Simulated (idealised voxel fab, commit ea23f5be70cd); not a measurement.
process module | voxel gate over fins
cross-section cut | 285 nm wide | cells 5 nm
A cross-section is a grid of square cells, given in bands from the top down. A band is one or more rows of cells.
Each band's line starts with the height of the band's top and of its bottom, in nm. Then come its materials from left to right, each with its width in nm. One material with "throughout" fills the band from edge to edge. "air" is empty space.
Height 0 is the level under which the wafer as received is all one material. The lowest band goes on downwards, as in "0 down".
A width such as "30 to 40" changes by the same amount from each row of cells to the next, from the band's top row to its bottom row.
"no change" after a step means that no cell of the cross-section changed.
closed voids: empty space of 8 cells or more with no open way to the top, each as width x height at its distance from the left edge, in nm
after a step's settings: what the simulator itself notes on the step
overlay nm, on a step with a mask: how far to the right of its planned place the mask lay; to the left if negative
plan
1 op RECEIVE | material Si
2 op CONFORMAL_DEP | material SiN | thk nm 10
3 op PATTERN | tone cover | mask id FINS | material resist | width nm 15 | pitch nm 40 | thk nm 15 | overlay nm 0
4 op DIRECTIONAL_ETCH | etch materials SiN | depth nm 10
5 op DIRECTIONAL_ETCH | etch materials Si | depth nm 30
6 op STRIP | etch materials resist
7 op FILL_DEP | material SiO2 | thk nm 5
8 op CMP | height nm 10
9 op SELECTIVE_ETCH | etch materials SiO2 | depth nm 25
10 op STRIP | etch materials SiN
11 op CONFORMAL_DEP | material HfO2 | thk nm 5
12 op CONFORMAL_DEP | material TiN | thk nm 5
13 op FILL_DEP | material W | thk nm 10
14 op CMP | height nm 15
15 op CONFORMAL_DEP | material SiCN | thk nm 10
varied across the wafers: thk nm of step 11. The plan shows the first wafer's value. All wafers start alike
first wafer as received, after step 1
  0 down: Si throughout
  closed voids: none
each wafer at the end: cells of each material gained (+) or lost (-) since it was received, then its closed voids
thk nm 5 | +69 HfO2 | -306 Si | +114 SiCN | +153 SiO2 | +69 TiN | +186 W | closed voids: none
thk nm 10 | +138 HfO2 | -306 Si | +114 SiCN | +153 SiO2 | +66 TiN | +120 W | closed voids: none
thk nm 15 | +204 HfO2 | -306 Si | +114 SiCN | +153 SiO2 | +44 TiN | +76 W | closed voids: none
thk nm 20 | +248 HfO2 | -306 Si | +114 SiCN | +153 SiO2 | +40 TiN | +36 W | closed voids: none
